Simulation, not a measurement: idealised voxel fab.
This section sets out a process module, namely voxel plated lines.
Displayed cross-section: cut, width of 180 nm, square cells sized 5 nm.
A cross-section in this document is a grid of square cells, and it is written down as bands, the top band listed before the ones below it; a band is made up of one or more rows of cells. It is stipulated that each band's entry specify, in nanometres, the height of the top of the band and then that of its bottom, followed by the materials of the band in left-to-right sequence, each together with its width in nanometres. A single material marked by the word "edge to edge" is understood to fill the band from edge to edge; the word "blank" is understood to denote empty space. Height reference: 0 = level under which incoming wafer is all one material. Lowest band: no bottom, runs on downward, e.g. "top 0, no bottom". With a width like "30..40", each row of cells in the band differs from the next by the same amount, the top row carrying the first number and the bottom row the second. The designation "no alteration", where it is given for a processing step, indicates that no cell of the cross-section was altered in the course of that step. Under "Enclosed void listing" you'll find the enclosed gaps, the ones with no way out to the top, that are 8 cells or bigger; each reads width x height at distance, with distance counted from the left edge, everything in nm. Read whatever lies past the settings on a step's line as the simulator's own remark about the step. overlay nm: step with mask; distance mask lay right of planned place; negative value = left of planned place.
# Process steps foreseen in the plan
1: op RECEIVE | material Si
2: op CONFORMAL_DEP | material Al2O3 | thk nm 15
3: op DIRECTIONAL_DEP | material TiN | thk nm 5
4: op PATTERN | tone open | mask id LINES | material resist | width nm 15 | pitch nm 35 | thk nm 25 | overlay nm 0
5: op EPI | material Ru | thk nm 10
6: op EPI | material Ru | thk nm 10
7: op STRIP | etch materials resist
8: op DIRECTIONAL_ETCH | etch materials TiN | depth nm 5
9: op CONFORMAL_DEP | material SiO2 | thk nm 10
# Cross-section: wafer on arrival = after step 1
	top 0, no bottom  Si edge to edge
	Enclosed void listing: none
# Post-module cross-section of the first of two wafers (run per plan)
	top 50, bottom 40  blank 55 / SiO2 70 / blank 55
	top 40, bottom 25  blank 55 / SiO2 10 / Ru 15 / SiO2 20 / Ru 15 / SiO2 10 / blank 55
	top 25, bottom 20  SiO2 65 / Ru 15 / SiO2 20 / Ru 15 / SiO2 65
	top 20, bottom 15  SiO2 65 / TiN 15 / SiO2 20 / TiN 15 / SiO2 65
	top 15, bottom 0  Al2O3 edge to edge
	top 0, no bottom  Si edge to edge
	Enclosed void listing: none
# Second wafer through the module, sectioned at the end: same beginning and same plan as the first wafer, with one mistake in carrying it out
	top 30, bottom 20  SiO2 edge to edge
	top 20, bottom 5  Al2O3 edge to edge
	top 5, bottom 0  TiN edge to edge
	top 0, no bottom  Si edge to edge
	Enclosed void listing: none
Short version of what went wrong: steps 2 and 3 of the plan were each performed in the slot designated for the other
Final difference in cells, second wafer against first, listed per material as more or fewer: Ru: 24 fewer; SiO2: 40 fewer; TiN: 30 more
